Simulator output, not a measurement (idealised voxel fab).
Process module, titled voxel ribs on slabs
Square cells of 5 nm make up the cross-section cut, whose width is 255 nm.
Notation: cross-section as square-cell grid; stated in bands, top first, going down; one or more cell rows per band. Top, bottom (nm), then materials left to right with widths (nm); lone material tagged "edge to edge" fills the whole band edge to edge; "empty" = empty space. Beneath 0, the wafer as received is one material, and that level is where height counting begins. The lowest band goes on downward without a bottom; it is written like "0 down". Width "30->40": first value at the band's top row of cells, second value at its bottom row, equal change from row to row. A step reported as "no alterations made" is a step in which no cell of the cross-section changed. "Listed closed voids" means: voids of 8 cells or more that are shut off from the top with no open way through. Written width x height at distance, distance from the left edge, in nm. Formally, on a step line, whatever follows the settings is a remark that the simulator itself makes on the step. overlay nm: for a step with a mask, the amount by which the mask lay right of where it was planned; a negative amount means left of it. Reading key. Pairs: pre-step and post-step cross-section, one process step apart; post-step view only to lowest changed band. Step between + settings: beneath pair. Runs: pairs may be from different runs of this module, same starting wafer. Continuation from pair above: only where "State before step" entry says.
# State before step
> 0 down: Si edge to edge
> Listed closed voids: none
# Post-Step Appearance
> 25 to 0: SiO2 edge to edge
> Lower than 0, everything is as it was.
> Listed closed voids: none
Step that separates the before view from the after view above: DIRECTIONAL_DEP,material SiO2,thk nm 25
State before step: check the pair just above; its after cross-section is our before state.
# Post-Step Appearance
> 50 to 25: polySi edge to edge
> Lower than 25, everything is as it was.
> Listed closed voids: none
Step that separates the before view from the after view above: DIRECTIONAL_DEP,material polySi,thk nm 25
State before step: check the pair just above; its after cross-section is our before state.
# Post-Step Appearance
> 50 to 45: 115 nm empty, then 20 nm polySi, then 120 nm empty
> Lower than 45, everything is as it was.
> Listed closed voids: none
Step that separates the before view from the after view above: MASKED_ETCH,tone cover,mask id RIB,width nm 20,etch materials polySi,depth nm 5,overlay nm 0
State before step: check the pair just above; its after cross-section is our before state.
# Post-Step Appearance
> 65 to 60: 115 nm empty, then 20 nm aC, then 120 nm empty
> 60 to 50: aC edge to edge
> 50 to 45: 115 nm aC, then 20 nm polySi, then 120 nm aC
> Lower than 45, everything is as it was.
> Listed closed voids: none
Step that separates the before view from the after view above: DIRECTIONAL_DEP,material aC,thk nm 15
State before step: check the pair just above; its after cross-section is our before state.
# Post-Step Appearance
> 95 to 65: 90 nm empty, then 70 nm resist, then 95 nm empty
> 65 to 60: 90 nm empty, then 25 nm resist, then 20 nm aC, then 25 nm resist, then 95 nm empty
> Lower than 60, everything is as it was.
> Listed closed voids: none
Step that separates the before view from the after view above: PATTERN,tone cover,mask id SLAB,material resist,width nm 70,thk nm 30,overlay nm 0
State before step: check the pair just above; its after cross-section is our before state.
# Post-Step Appearance
> 80 to 65: 90 nm empty, then 70 nm resist, then 95 nm empty
> 65 to 60: 90 nm empty, then 25 nm resist, then 20 nm aC, then 25 nm resist, then 95 nm empty
> 60 to 50: 90 nm empty, then 70 nm aC, then 95 nm empty
> 50 to 45: 90 nm empty, then 25 nm aC, then 20 nm polySi, then 25 nm aC, then 95 nm empty
> Lower than 45, everything is as it was.
> Listed closed voids: none
Step that separates the before view from the after view above: DIRECTIONAL_ETCH,etch materials aC,depth nm 15
State before step: check the pair just above; its after cross-section is our before state.
# Post-Step Appearance
> 65 to 60: 115 nm empty, then 20 nm aC, then 120 nm empty
> Lower than 60, everything is as it was.
> Listed closed voids: none
Step that separates the before view from the after view above: STRIP,etch materials resist
State before step: check the pair just above; its after cross-section is our before state.
# Post-Step Appearance
> 65 to 60: 115 nm empty, then 20 nm aC, then 120 nm empty
> 60 to 50: 90 nm empty, then 70 nm aC, then 95 nm empty
> 50 to 45: 90 nm empty, then 25 nm aC, then 20 nm polySi, then 25 nm aC, then 95 nm empty
> 45 to 25: 90 nm empty, then 70 nm polySi, then 95 nm empty
> Lower than 25, everything is as it was.
> Listed closed voids: none
Step that separates the before view from the after view above: DIRECTIONAL_ETCH,etch materials polySi,depth nm 20
State before step: check the pair just above; its after cross-section is our before state.
# Post-Step Appearance
> 50 to 45: 115 nm empty, then 20 nm polySi, then 120 nm empty
> Lower than 45, everything is as it was.
> Listed closed voids: none
Step that separates the before view from the after view above: STRIP,etch materials aC
State before step: check the pair just above; its after cross-section is our before state.
# Post-Step Appearance
> 65 to 50: SiO2 edge to edge
> 50 to 45: 115 nm SiO2, then 20 nm polySi, then 120 nm SiO2
> 45 to 25: 90 nm SiO2, then 70 nm polySi, then 95 nm SiO2
> Lower than 25, everything is as it was.
> Listed closed voids: none
Step that separates the before view from the after view above: FILL_DEP,material SiO2,thk nm 15
State before step: check the pair just above; its after cross-section is our before state.
# Post-Step Appearance
> 60 to 50: SiO2 edge to edge
> Lower than 50, everything is as it was.
> Listed closed voids: none
Step that separates the before view from the after view above: CMP,height nm 60
State before step: check the pair just above; its after cross-section is our before state.
# Post-Step Appearance
> 65 to 60: TiN edge to edge
> Lower than 60, everything is as it was.
> Listed closed voids: none
Step that separates the before view from the after view above: DIRECTIONAL_DEP,material TiN,thk nm 5
State before step: check the pair just above; its after cross-section is our before state.
# Post-Step Appearance
> 65 to 60: 110 nm empty, then 30 nm TiN, then 115 nm empty
> Lower than 60, everything is as it was.
> Listed closed voids: none
Step that separates the before view from the after view above: MASKED_ETCH,tone cover,mask id HEATER,width nm 30,etch materials TiN,depth nm 5,overlay nm 0
State before step: check the pair just above; its after cross-section is our before state.
# Post-Step Appearance
> 75 to 70: 100 nm empty, then 50 nm SiO2, then 105 nm empty
> 70 to 65: SiO2 edge to edge
> 65 to 60: 110 nm SiO2, then 30 nm TiN, then 115 nm SiO2
> Lower than 60, everything is as it was.
> Listed closed voids: none
Step that separates the before view from the after view above: CONFORMAL_DEP,material SiO2,thk nm 10
# State before step
> 50 to 25: polySi edge to edge
> 25 to 0: SiO2 edge to edge
> 0 down: Si edge to edge
> Listed closed voids: none
# Post-Step Appearance
> 75 to 25: polySi edge to edge
> Lower than 25, everything is as it was.
> Listed closed voids: none
Step that separates the before view from the after view above: DIRECTIONAL_DEP,material polySi,thk nm 25
State before step: check the pair just above; its after cross-section is our before state.
# Post-Step Appearance
> 75 to 70: 115 nm empty, then 20 nm polySi, then 120 nm empty
> Lower than 70, everything is as it was.
> Listed closed voids: none
Step that separates the before view from the after view above: MASKED_ETCH,tone cover,mask id RIB,width nm 20,etch materials polySi,depth nm 5,overlay nm 0
State before step: check the pair just above; its after cross-section is our before state.
# Post-Step Appearance
> 90 to 85: 115 nm empty, then 20 nm aC, then 120 nm empty
> 85 to 75: aC edge to edge
> 75 to 70: 115 nm aC, then 20 nm polySi, then 120 nm aC
> Lower than 70, everything is as it was.
> Listed closed voids: none
Step that separates the before view from the after view above: DIRECTIONAL_DEP,material aC,thk nm 15
State before step: check the pair just above; its after cross-section is our before state.
# Post-Step Appearance
> 120 to 90: 90 nm empty, then 70 nm resist, then 95 nm empty
> 90 to 85: 90 nm empty, then 25 nm resist, then 20 nm aC, then 25 nm resist, then 95 nm empty
> Lower than 85, everything is as it was.
> Listed closed voids: none
Step that separates the before view from the after view above: PATTERN,tone cover,mask id SLAB,material resist,width nm 70,thk nm 30,overlay nm 0
State before step: check the pair just above; its after cross-section is our before state.
# Post-Step Appearance
> 105 to 90: 90 nm empty, then 70 nm resist, then 95 nm empty
> 90 to 85: 90 nm empty, then 25 nm resist, then 20 nm aC, then 25 nm resist, then 95 nm empty
> 85 to 75: 90 nm empty, then 70 nm aC, then 95 nm empty
> 75 to 70: 90 nm empty, then 25 nm aC, then 20 nm polySi, then 25 nm aC, then 95 nm empty
> Lower than 70, everything is as it was.
> Listed closed voids: none
Step that separates the before view from the after view above: DIRECTIONAL_ETCH,etch materials aC,depth nm 15
State before step: check the pair just above; its after cross-section is our before state.
# Post-Step Appearance
> 90 to 85: 115 nm empty, then 20 nm aC, then 120 nm empty
> Lower than 85, everything is as it was.
> Listed closed voids: none
Step that separates the before view from the after view above: STRIP,etch materials resist
State before step: check the pair just above; its after cross-section is our before state.
# Post-Step Appearance
> 90 to 85: 115 nm empty, then 20 nm aC, then 120 nm empty
> 85 to 75: 90 nm empty, then 70 nm aC, then 95 nm empty
> 75 to 70: 90 nm empty, then 25 nm aC, then 20 nm polySi, then 25 nm aC, then 95 nm empty
> 70 to 50: 90 nm empty, then 70 nm polySi, then 95 nm empty
> Lower than 50, everything is as it was.
> Listed closed voids: none
Step that separates the before view from the after view above: DIRECTIONAL_ETCH,etch materials polySi,depth nm 20
State before step: check the pair just above; its after cross-section is our before state.
# Post-Step Appearance
> 75 to 70: 115 nm empty, then 20 nm polySi, then 120 nm empty
> Lower than 70, everything is as it was.
> Listed closed voids: none
Step that separates the before view from the after view above: STRIP,etch materials aC
State before step: check the pair just above; its after cross-section is our before state.
# Post-Step Appearance
> 90 to 75: SiO2 edge to edge
> 75 to 70: 115 nm SiO2, then 20 nm polySi, then 120 nm SiO2
> 70 to 50: 90 nm SiO2, then 70 nm polySi, then 95 nm SiO2
> Lower than 50, everything is as it was.
> Listed closed voids: none
Step that separates the before view from the after view above: FILL_DEP,material SiO2,thk nm 15
State before step: check the pair just above; its after cross-section is our before state.
# Post-Step Appearance
> 60 to 50: 90 nm SiO2, then 70 nm polySi, then 95 nm SiO2
> Lower than 50, everything is as it was.
> Listed closed voids: none
Step that separates the before view from the after view above: CMP,height nm 60
State before step: check the pair just above; its after cross-section is our before state.
# Post-Step Appearance
> 65 to 60: TiN edge to edge
> Lower than 60, everything is as it was.
> Listed closed voids: none
Step that separates the before view from the after view above: DIRECTIONAL_DEP,material TiN,thk nm 5
State before step: check the pair just above; its after cross-section is our before state.
# Post-Step Appearance
> 65 to 60: 110 nm empty, then 30 nm TiN, then 115 nm empty
> Lower than 60, everything is as it was.
> Listed closed voids: none
Step that separates the before view from the after view above: MASKED_ETCH,tone cover,mask id HEATER,width nm 30,etch materials TiN,depth nm 5,overlay nm 0
State before step: check the pair just above; its after cross-section is our before state.
# Post-Step Appearance
> 75 to 70: 100 nm empty, then 50 nm SiO2, then 105 nm empty
> 70 to 65: SiO2 edge to edge
> 65 to 60: 110 nm SiO2, then 30 nm TiN, then 115 nm SiO2
> Lower than 60, everything is as it was.
> Listed closed voids: none
Step that separates the before view from the after view above: CONFORMAL_DEP,material SiO2,thk nm 10
# State before step
> 0 down: Si edge to edge
> Listed closed voids: none
# Post-Step Appearance
> 25 to 0: polySi edge to edge
> Lower than 0, everything is as it was.
> Listed closed voids: none
Step that separates the before view from the after view above: DIRECTIONAL_DEP,material polySi,thk nm 25
State before step: check the pair just above; its after cross-section is our before state.
# Post-Step Appearance
> 50 to 25: SiO2 edge to edge
> Lower than 25, everything is as it was.
> Listed closed voids: none
Step that separates the before view from the after view above: DIRECTIONAL_DEP,material SiO2,thk nm 25
State before step: check the pair just above; its after cross-section is our before state.
# Post-Step Appearance
> 65 to 50: aC edge to edge
> Lower than 50, everything is as it was.
> Listed closed voids: none
Step that separates the before view from the after view above: DIRECTIONAL_DEP,material aC,thk nm 15
State before step: check the pair just above; its after cross-section is our before state.
# Post-Step Appearance
> 95 to 65: 90 nm empty, then 70 nm resist, then 95 nm empty
> Lower than 65, everything is as it was.
> Listed closed voids: none
Step that separates the before view from the after view above: PATTERN,tone cover,mask id SLAB,material resist,width nm 70,thk nm 30,overlay nm 0
State before step: check the pair just above; its after cross-section is our before state.
# Post-Step Appearance
> 80 to 65: 90 nm empty, then 70 nm resist, then 95 nm empty
> 65 to 50: 90 nm empty, then 70 nm aC, then 95 nm empty
> Lower than 50, everything is as it was.
> Listed closed voids: none
Step that separates the before view from the after view above: DIRECTIONAL_ETCH,etch materials aC,depth nm 15
State before step: check the pair just above; its after cross-section is our before state.
# Post-Step Appearance
> 65 to 50: 90 nm empty, then 70 nm aC, then 95 nm empty
> Lower than 50, everything is as it was.
> Listed closed voids: none
Step that separates the before view from the after view above: STRIP,etch materials resist
State before step: check the pair just above; its after cross-section is our before state.
# Post-Step Appearance
> 50 to 25: SiO2 edge to edge
> Lower than 25, everything is as it was.
> Listed closed voids: none
Step that separates the before view from the after view above: STRIP,etch materials aC
State before step: check the pair just above; its after cross-section is our before state.
# Post-Step Appearance
> 65 to 25: SiO2 edge to edge
> Lower than 25, everything is as it was.
> Listed closed voids: none
Step that separates the before view from the after view above: FILL_DEP,material SiO2,thk nm 15
State before step: check the pair just above; its after cross-section is our before state.
# Post-Step Appearance
> 60 to 25: SiO2 edge to edge
> Lower than 25, everything is as it was.
> Listed closed voids: none
Step that separates the before view from the after view above: CMP,height nm 60
State before step: check the pair just above; its after cross-section is our before state.
# Post-Step Appearance
> 65 to 60: TiN edge to edge
> Lower than 60, everything is as it was.
> Listed closed voids: none
Step that separates the before view from the after view above: DIRECTIONAL_DEP,material TiN,thk nm 5
State before step: check the pair just above; its after cross-section is our before state.
# Post-Step Appearance
> 65 to 60: 110 nm empty, then 30 nm TiN, then 115 nm empty
> Lower than 60, everything is as it was.
> Listed closed voids: none
Step that separates the before view from the after view above: MASKED_ETCH,tone cover,mask id HEATER,width nm 30,etch materials TiN,depth nm 5,overlay nm 0
State before step: check the pair just above; its after cross-section is our before state.
# Post-Step Appearance
> 75 to 70: 100 nm empty, then 50 nm SiO2, then 105 nm empty
> 70 to 65: SiO2 edge to edge
> 65 to 60: 110 nm SiO2, then 30 nm TiN, then 115 nm SiO2
> Lower than 60, everything is as it was.
> Listed closed voids: none
Step that separates the before view from the after view above: CONFORMAL_DEP,material SiO2,thk nm 10
# State before step
> 0 down: Si edge to edge
> Listed closed voids: none
# Post-Step Appearance
> 30 to 0: SiO2 edge to edge
> Lower than 0, everything is as it was.
> Listed closed voids: none
Step that separates the before view from the after view above: DIRECTIONAL_DEP,material SiO2,thk nm 30
State before step: check the pair just above; its after cross-section is our before state.
# Post-Step Appearance
> 55 to 30: polySi edge to edge
> Lower than 30, everything is as it was.
> Listed closed voids: none
Step that separates the before view from the after view above: DIRECTIONAL_DEP,material polySi,thk nm 25
State before step: check the pair just above; its after cross-section is our before state.
# Post-Step Appearance
> 55 to 50: 115 nm empty, then 20 nm polySi, then 120 nm empty
> Lower than 50, everything is as it was.
> Listed closed voids: none
Step that separates the before view from the after view above: MASKED_ETCH,tone cover,mask id RIB,width nm 20,etch materials polySi,depth nm 5,overlay nm 0
State before step: check the pair just above; its after cross-section is our before state.
# Post-Step Appearance
> 70 to 65: 115 nm empty, then 20 nm aC, then 120 nm empty
> 65 to 55: aC edge to edge
> 55 to 50: 115 nm aC, then 20 nm polySi, then 120 nm aC
> Lower than 50, everything is as it was.
> Listed closed voids: none
Step that separates the before view from the after view above: DIRECTIONAL_DEP,material aC,thk nm 15
State before step: check the pair just above; its after cross-section is our before state.
# Post-Step Appearance
> 100 to 70: 90 nm empty, then 70 nm resist, then 95 nm empty
> 70 to 65: 90 nm empty, then 25 nm resist, then 20 nm aC, then 25 nm resist, then 95 nm empty
> Lower than 65, everything is as it was.
> Listed closed voids: none
Step that separates the before view from the after view above: PATTERN,tone cover,mask id SLAB,material resist,width nm 70,thk nm 30,overlay nm 0
State before step: check the pair just above; its after cross-section is our before state.
# Post-Step Appearance
> 85 to 70: 90 nm empty, then 70 nm resist, then 95 nm empty
> 70 to 65: 90 nm empty, then 25 nm resist, then 20 nm aC, then 25 nm resist, then 95 nm empty
> 65 to 55: 90 nm empty, then 70 nm aC, then 95 nm empty
> 55 to 50: 90 nm empty, then 25 nm aC, then 20 nm polySi, then 25 nm aC, then 95 nm empty
> Lower than 50, everything is as it was.
> Listed closed voids: none
Step that separates the before view from the after view above: DIRECTIONAL_ETCH,etch materials aC,depth nm 15
State before step: check the pair just above; its after cross-section is our before state.
# Post-Step Appearance
> 70 to 65: 115 nm empty, then 20 nm aC, then 120 nm empty
> Lower than 65, everything is as it was.
> Listed closed voids: none
Step that separates the before view from the after view above: STRIP,etch materials resist
State before step: check the pair just above; its after cross-section is our before state.
# Post-Step Appearance
> 70 to 65: 115 nm empty, then 20 nm aC, then 120 nm empty
> 65 to 55: 90 nm empty, then 70 nm aC, then 95 nm empty
> 55 to 50: 90 nm empty, then 25 nm aC, then 20 nm polySi, then 25 nm aC, then 95 nm empty
> 50 to 30: 90 nm empty, then 70 nm polySi, then 95 nm empty
> Lower than 30, everything is as it was.
> Listed closed voids: none
Step that separates the before view from the after view above: DIRECTIONAL_ETCH,etch materials polySi,depth nm 20
State before step: check the pair just above; its after cross-section is our before state.
# Post-Step Appearance
> 55 to 50: 115 nm empty, then 20 nm polySi, then 120 nm empty
> Lower than 50, everything is as it was.
> Listed closed voids: none
Step that separates the before view from the after view above: STRIP,etch materials aC
State before step: check the pair just above; its after cross-section is our before state.
# Post-Step Appearance
> 70 to 55: SiO2 edge to edge
> 55 to 50: 115 nm SiO2, then 20 nm polySi, then 120 nm SiO2
> 50 to 30: 90 nm SiO2, then 70 nm polySi, then 95 nm SiO2
> Lower than 30, everything is as it was.
> Listed closed voids: none
Step that separates the before view from the after view above: FILL_DEP,material SiO2,thk nm 15
State before step: check the pair just above; its after cross-section is our before state.
# Post-Step Appearance
> 60 to 55: SiO2 edge to edge
> Lower than 55, everything is as it was.
> Listed closed voids: none
Step that separates the before view from the after view above: CMP,height nm 60
State before step: check the pair just above; its after cross-section is our before state.
# Post-Step Appearance
> 65 to 60: TiN edge to edge
> Lower than 60, everything is as it was.
> Listed closed voids: none
Step that separates the before view from the after view above: DIRECTIONAL_DEP,material TiN,thk nm 5
State before step: check the pair just above; its after cross-section is our before state.
# Post-Step Appearance
> 65 to 60: 110 nm empty, then 30 nm TiN, then 115 nm empty
> Lower than 60, everything is as it was.
> Listed closed voids: none
Step that separates the before view from the after view above: MASKED_ETCH,tone cover,mask id HEATER,width nm 30,etch materials TiN,depth nm 5,overlay nm 0
State before step: check the pair just above; its after cross-section is our before state.
# Post-Step Appearance
> 75 to 70: 100 nm empty, then 50 nm SiO2, then 105 nm empty
> 70 to 65: SiO2 edge to edge
> 65 to 60: 110 nm SiO2, then 30 nm TiN, then 115 nm SiO2
> Lower than 60, everything is as it was.
> Listed closed voids: none
Step that separates the before view from the after view above: CONFORMAL_DEP,material SiO2,thk nm 10
# State before step
> 65 to 60: 115 nm empty, then 20 nm aC, then 120 nm empty
> 60 to 50: aC edge to edge
> 50 to 45: 115 nm aC, then 20 nm polySi, then 120 nm aC
> 45 to 25: polySi edge to edge
> 25 to 0: SiO2 edge to edge
> 0 down: Si edge to edge
> Listed closed voids: none
# Post-Step Appearance
> 95 to 65: 95 nm empty, then 60 nm resist, then 100 nm empty
> 65 to 60: 95 nm empty, then 20 nm resist, then 20 nm aC, then 20 nm resist, then 100 nm empty
> Lower than 60, everything is as it was.
> Listed closed voids: none
Step that separates the before view from the after view above: PATTERN,tone cover,mask id SLAB,material resist,width nm 60,thk nm 30,overlay nm 0
State before step: check the pair just above; its after cross-section is our before state.
# Post-Step Appearance
> 80 to 65: 95 nm empty, then 60 nm resist, then 100 nm empty
> 65 to 60: 95 nm empty, then 20 nm resist, then 20 nm aC, then 20 nm resist, then 100 nm empty
> 60 to 50: 95 nm empty, then 60 nm aC, then 100 nm empty
> 50 to 45: 95 nm empty, then 20 nm aC, then 20 nm polySi, then 20 nm aC, then 100 nm empty
> Lower than 45, everything is as it was.
> Listed closed voids: none
Step that separates the before view from the after view above: DIRECTIONAL_ETCH,etch materials aC,depth nm 15
State before step: check the pair just above; its after cross-section is our before state.
# Post-Step Appearance
> 65 to 60: 115 nm empty, then 20 nm aC, then 120 nm empty
> Lower than 60, everything is as it was.
> Listed closed voids: none
Step that separates the before view from the after view above: STRIP,etch materials resist
State before step: check the pair just above; its after cross-section is our before state.
# Post-Step Appearance
> 65 to 60: 115 nm empty, then 20 nm aC, then 120 nm empty
> 60 to 50: 95 nm empty, then 60 nm aC, then 100 nm empty
> 50 to 45: 95 nm empty, then 20 nm aC, then 20 nm polySi, then 20 nm aC, then 100 nm empty
> 45 to 25: 95 nm empty, then 60 nm polySi, then 100 nm empty
> Lower than 25, everything is as it was.
> Listed closed voids: none
Step that separates the before view from the after view above: DIRECTIONAL_ETCH,etch materials polySi,depth nm 20
State before step: check the pair just above; its after cross-section is our before state.
# Post-Step Appearance
> 50 to 45: 115 nm empty, then 20 nm polySi, then 120 nm empty
> Lower than 45, everything is as it was.
> Listed closed voids: none
Step that separates the before view from the after view above: STRIP,etch materials aC
State before step: check the pair just above; its after cross-section is our before state.
# Post-Step Appearance
> 65 to 50: SiO2 edge to edge
> 50 to 45: 115 nm SiO2, then 20 nm polySi, then 120 nm SiO2
> 45 to 25: 95 nm SiO2, then 60 nm polySi, then 100 nm SiO2
> Lower than 25, everything is as it was.
> Listed closed voids: none
Step that separates the before view from the after view above: FILL_DEP,material SiO2,thk nm 15
State before step: check the pair just above; its after cross-section is our before state.
# Post-Step Appearance
> 60 to 50: SiO2 edge to edge
> Lower than 50, everything is as it was.
> Listed closed voids: none
Step that separates the before view from the after view above: CMP,height nm 60
State before step: check the pair just above; its after cross-section is our before state.
# Post-Step Appearance
> 65 to 60: TiN edge to edge
> Lower than 60, everything is as it was.
> Listed closed voids: none
Step that separates the before view from the after view above: DIRECTIONAL_DEP,material TiN,thk nm 5
State before step: check the pair just above; its after cross-section is our before state.
# Post-Step Appearance
> 65 to 60: 110 nm empty, then 30 nm TiN, then 115 nm empty
> Lower than 60, everything is as it was.
> Listed closed voids: none
Step that separates the before view from the after view above: MASKED_ETCH,tone cover,mask id HEATER,width nm 30,etch materials TiN,depth nm 5,overlay nm 0
State before step: check the pair just above; its after cross-section is our before state.
# Post-Step Appearance
> 75 to 70: 100 nm empty, then 50 nm SiO2, then 105 nm empty
> 70 to 65: SiO2 edge to edge
> 65 to 60: 110 nm SiO2, then 30 nm TiN, then 115 nm SiO2
> Lower than 60, everything is as it was.
> Listed closed voids: none
Step that separates the before view from the after view above: CONFORMAL_DEP,material SiO2,thk nm 10
# State before step
> 65 to 60: 115 nm empty, then 20 nm aC, then 120 nm empty
> 60 to 50: aC edge to edge
> 50 to 45: 115 nm aC, then 20 nm polySi, then 120 nm aC
> 45 to 25: polySi edge to edge
> 25 to 0: SiO2 edge to edge
> 0 down: Si edge to edge
> Listed closed voids: none
# Post-Step Appearance
> 95 to 65: 100 nm empty, then 70 nm resist, then 85 nm empty
> 65 to 60: 100 nm empty, then 15 nm resist, then 20 nm aC, then 35 nm resist, then 85 nm empty
> Lower than 60, everything is as it was.
> Listed closed voids: none
Step that separates the before view from the after view above: PATTERN,tone cover,mask id SLAB,material resist,width nm 70,thk nm 30,overlay nm 10
State before step: check the pair just above; its after cross-section is our before state.
# Post-Step Appearance
> 80 to 65: 100 nm empty, then 70 nm resist, then 85 nm empty
> 65 to 60: 100 nm empty, then 15 nm resist, then 20 nm aC, then 35 nm resist, then 85 nm empty
> 60 to 50: 100 nm empty, then 70 nm aC, then 85 nm empty
> 50 to 45: 100 nm empty, then 15 nm aC, then 20 nm polySi, then 35 nm aC, then 85 nm empty
> Lower than 45, everything is as it was.
> Listed closed voids: none
Step that separates the before view from the after view above: DIRECTIONAL_ETCH,etch materials aC,depth nm 15
State before step: check the pair just above; its after cross-section is our before state.
# Post-Step Appearance
> 65 to 60: 115 nm empty, then 20 nm aC, then 120 nm empty
> Lower than 60, everything is as it was.
> Listed closed voids: none
Step that separates the before view from the after view above: STRIP,etch materials resist
State before step: check the pair just above; its after cross-section is our before state.
# Post-Step Appearance
> 65 to 60: 115 nm empty, then 20 nm aC, then 120 nm empty
> 60 to 50: 100 nm empty, then 70 nm aC, then 85 nm empty
> 50 to 45: 100 nm empty, then 15 nm aC, then 20 nm polySi, then 35 nm aC, then 85 nm empty
> 45 to 25: 100 nm empty, then 70 nm polySi, then 85 nm empty
> Lower than 25, everything is as it was.
> Listed closed voids: none
Step that separates the before view from the after view above: DIRECTIONAL_ETCH,etch materials polySi,depth nm 20
State before step: check the pair just above; its after cross-section is our before state.
# Post-Step Appearance
> 50 to 45: 115 nm empty, then 20 nm polySi, then 120 nm empty
> Lower than 45, everything is as it was.
> Listed closed voids: none
Step that separates the before view from the after view above: STRIP,etch materials aC
State before step: check the pair just above; its after cross-section is our before state.
# Post-Step Appearance
> 65 to 50: SiO2 edge to edge
> 50 to 45: 115 nm SiO2, then 20 nm polySi, then 120 nm SiO2
> 45 to 25: 100 nm SiO2, then 70 nm polySi, then 85 nm SiO2
> Lower than 25, everything is as it was.
> Listed closed voids: none
Step that separates the before view from the after view above: FILL_DEP,material SiO2,thk nm 15
State before step: check the pair just above; its after cross-section is our before state.
# Post-Step Appearance
> 60 to 50: SiO2 edge to edge
> Lower than 50, everything is as it was.
> Listed closed voids: none
Step that separates the before view from the after view above: CMP,height nm 60
State before step: check the pair just above; its after cross-section is our before state.
# Post-Step Appearance
> 65 to 60: TiN edge to edge
> Lower than 60, everything is as it was.
> Listed closed voids: none
Step that separates the before view from the after view above: DIRECTIONAL_DEP,material TiN,thk nm 5
State before step: check the pair just above; its after cross-section is our before state.
# Post-Step Appearance
> 65 to 60: 110 nm empty, then 30 nm TiN, then 115 nm empty
> Lower than 60, everything is as it was.
> Listed closed voids: none
Step that separates the before view from the after view above: MASKED_ETCH,tone cover,mask id HEATER,width nm 30,etch materials TiN,depth nm 5,overlay nm 0
State before step: check the pair just above; its after cross-section is our before state.
# Post-Step Appearance
> 75 to 70: 100 nm empty, then 50 nm SiO2, then 105 nm empty
> 70 to 65: SiO2 edge to edge
> 65 to 60: 110 nm SiO2, then 30 nm TiN, then 115 nm SiO2
> Lower than 60, everything is as it was.
> Listed closed voids: none
Step that separates the before view from the after view above: CONFORMAL_DEP,material SiO2,thk nm 10
# State before step
> 65 to 60: 110 nm empty, then 30 nm TiN, then 115 nm empty
> 60 to 50: SiO2 edge to edge
> 50 to 45: 115 nm SiO2, then 20 nm polySi, then 120 nm SiO2
> 45 to 25: 90 nm SiO2, then 70 nm polySi, then 95 nm SiO2
> 25 to 0: SiO2 edge to edge
> 0 down: Si edge to edge
> Listed closed voids: none
# Post-Step Appearance
> 75 to 70: 100 nm empty, then 50 nm aC, then 105 nm empty
> 70 to 65: aC edge to edge
> 65 to 60: 110 nm aC, then 30 nm TiN, then 115 nm aC
> Lower than 60, everything is as it was.
> Listed closed voids: none
Step that separates the before view from the after view above: CONFORMAL_DEP,material aC,thk nm 10
# State before step
> 50 to 25: polySi edge to edge
> 25 to 0: SiO2 edge to edge
> 0 down: Si edge to edge
> Listed closed voids: none
# Post-Step Appearance
> 50 to 45: 115 nm polySi, then 20 nm empty, then 120 nm polySi
> Lower than 45, everything is as it was.
> Listed closed voids: none
Step that separates the before view from the after view above: MASKED_ETCH,tone open,mask id RIB,width nm 20,etch materials polySi,depth nm 5,overlay nm 0
State before step: check the pair just above; its after cross-section is our before state.
# Post-Step Appearance
> 65 to 60: 115 nm aC, then 20 nm empty, then 120 nm aC
> 60 to 50: aC edge to edge
> 50 to 45: 115 nm polySi, then 20 nm aC, then 120 nm polySi
> Lower than 45, everything is as it was.
> Listed closed voids: none
Step that separates the before view from the after view above: DIRECTIONAL_DEP,material aC,thk nm 15
State before step: check the pair just above; its after cross-section is our before state.
# Post-Step Appearance
> 95 to 65: 90 nm empty, then 70 nm resist, then 95 nm empty
> 65 to 60: 115 nm aC, then 20 nm resist, then 120 nm aC
> Lower than 60, everything is as it was.
> Listed closed voids: none
Step that separates the before view from the after view above: PATTERN,tone cover,mask id SLAB,material resist,width nm 70,thk nm 30,overlay nm 0
State before step: check the pair just above; its after cross-section is our before state.
# Post-Step Appearance
> 80 to 65: 90 nm empty, then 70 nm resist, then 95 nm empty
> 65 to 60: 90 nm empty, then 25 nm aC, then 20 nm resist, then 25 nm aC, then 95 nm empty
> 60 to 50: 90 nm empty, then 70 nm aC, then 95 nm empty
> Lower than 50, everything is as it was.
> Listed closed voids: none
Step that separates the before view from the after view above: DIRECTIONAL_ETCH,etch materials aC,depth nm 15
State before step: check the pair just above; its after cross-section is our before state.
# Post-Step Appearance
> 65 to 60: 90 nm empty, then 25 nm aC, then 20 nm empty, then 25 nm aC, then 95 nm empty
> Lower than 60, everything is as it was.
> Listed closed voids: none
Step that separates the before view from the after view above: STRIP,etch materials resist
State before step: check the pair just above; its after cross-section is our before state.
# Post-Step Appearance
> 65 to 60: 90 nm empty, then 25 nm aC, then 20 nm empty, then 25 nm aC, then 95 nm empty
> 60 to 50: 90 nm empty, then 70 nm aC, then 95 nm empty
> 50 to 45: 90 nm empty, then 25 nm polySi, then 20 nm aC, then 25 nm polySi, then 95 nm empty
> 45 to 30: 90 nm empty, then 70 nm polySi, then 95 nm empty
> Lower than 30, everything is as it was.
> Listed closed voids: none
Step that separates the before view from the after view above: DIRECTIONAL_ETCH,etch materials polySi,depth nm 20
State before step: check the pair just above; its after cross-section is our before state.
# Post-Step Appearance
> 50 to 45: 90 nm empty, then 25 nm polySi, then 20 nm empty, then 25 nm polySi, then 95 nm empty
> Lower than 45, everything is as it was.
> Listed closed voids: none
Step that separates the before view from the after view above: STRIP,etch materials aC
State before step: check the pair just above; its after cross-section is our before state.
# Post-Step Appearance
> 65 to 50: SiO2 edge to edge
> 50 to 45: 90 nm SiO2, then 25 nm polySi, then 20 nm SiO2, then 25 nm polySi, then 95 nm SiO2
> 45 to 30: 90 nm SiO2, then 70 nm polySi, then 95 nm SiO2
> Lower than 30, everything is as it was.
> Listed closed voids: none
Step that separates the before view from the after view above: FILL_DEP,material SiO2,thk nm 15
State before step: check the pair just above; its after cross-section is our before state.
# Post-Step Appearance
> 60 to 50: SiO2 edge to edge
> Lower than 50, everything is as it was.
> Listed closed voids: none
Step that separates the before view from the after view above: CMP,height nm 60
State before step: check the pair just above; its after cross-section is our before state.
# Post-Step Appearance
> 65 to 60: TiN edge to edge
> Lower than 60, everything is as it was.
> Listed closed voids: none
Step that separates the before view from the after view above: DIRECTIONAL_DEP,material TiN,thk nm 5
State before step: check the pair just above; its after cross-section is our before state.
# Post-Step Appearance
> 65 to 60: 110 nm empty, then 30 nm TiN, then 115 nm empty
> Lower than 60, everything is as it was.
> Listed closed voids: none
Step that separates the before view from the after view above: MASKED_ETCH,tone cover,mask id HEATER,width nm 30,etch materials TiN,depth nm 5,overlay nm 0
